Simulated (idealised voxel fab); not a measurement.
process module | voxel ribs on slabs
cross-section cut | 275 nm wide | cells 5 nm
A cross-section is a grid of square cells, given in bands from the top down. A band is one or more rows of cells.
Each band's line starts with the height of the band's top and of its bottom, in nm. Then come its materials from left to right, each with its width in nm. One material with "throughout" fills the band from edge to edge. "air" is empty space.
Height 0 is the level under which the wafer as received is all one material. The lowest band goes on downwards, as in "0 down".
A width such as "30 to 40" changes by the same amount from each row of cells to the next, from the band's top row to its bottom row.
"no change" after a step means that no cell of the cross-section changed.
closed voids: empty space of 8 cells or more with no open way to the top, each as width x height at its distance from the left edge, in nm
after a step's settings: what the simulator itself notes on the step
overlay nm, on a step with a mask: how far to the right of its planned place the mask lay; to the left if negative
plan
1 op RECEIVE | material Si
2 op DIRECTIONAL_DEP | material SiO2 | thk nm 30
3 op DIRECTIONAL_DEP | material polySi | thk nm 25
4 op MASKED_ETCH | tone cover | mask id RIB | width nm 15 | etch materials polySi | depth nm 15 | overlay nm 0
5 op PATTERN | tone cover | mask id SLAB | material resist | width nm 75 | thk nm 15 | overlay nm 0
6 op DIRECTIONAL_ETCH | etch materials polySi | depth nm 10
7 op STRIP | etch materials resist
8 op FILL_DEP | material SiO2 | thk nm 25
9 op CMP | height nm 75
10 op DIRECTIONAL_DEP | material W | thk nm 5
11 op DIRECTIONAL_DEP | material aC | thk nm 15
12 op PATTERN | tone cover | mask id HEATER | material resist | width nm 25 | thk nm 30 | overlay nm 0
13 op DIRECTIONAL_ETCH | etch materials aC | depth nm 15
14 op STRIP | etch materials resist
15 op DIRECTIONAL_ETCH | etch materials W | depth nm 5
16 op STRIP | etch materials aC
17 op CONFORMAL_DEP | material SiO2 | thk nm 10
varied across the wafers: width nm of step 4. The plan shows the first wafer's value. All wafers start alike
first wafer as received, after step 1
  0 down: Si throughout
  closed voids: none
first wafer at the end, after step 17
  90 to 85: air 115 | SiO2 45 | air 115
  85 to 80: SiO2 throughout
  80 to 75: SiO2 125 | W 25 | SiO2 125
  75 to 55: SiO2 throughout
  55 to 40: SiO2 130 | polySi 15 | SiO2 130
  40 to 30: SiO2 100 | polySi 75 | SiO2 100
  30 to 0: SiO2 throughout
  0 down: Si throughout
  closed voids: none
last wafer at the end
  90 to 85: air 115 | SiO2 45 | air 115
  85 to 80: SiO2 throughout
  80 to 75: SiO2 125 | W 25 | SiO2 125
  75 to 55: SiO2 throughout
  55 to 40: SiO2 125 | polySi 30 | SiO2 120
  40 to 30: SiO2 100 | polySi 75 | SiO2 100
  30 to 0: SiO2 throughout
  0 down: Si throughout
  closed voids: none
each wafer at the end: cells of each material gained (+) or lost (-) since it was received, then its closed voids
width nm 15 | +900 SiO2 | +5 W | +39 polySi | closed voids: none
width nm 20 | +897 SiO2 | +5 W | +42 polySi | closed voids: none
width nm 25 | +894 SiO2 | +5 W | +45 polySi | closed voids: none
width nm 30 | +891 SiO2 | +5 W | +48 polySi | closed voids: none
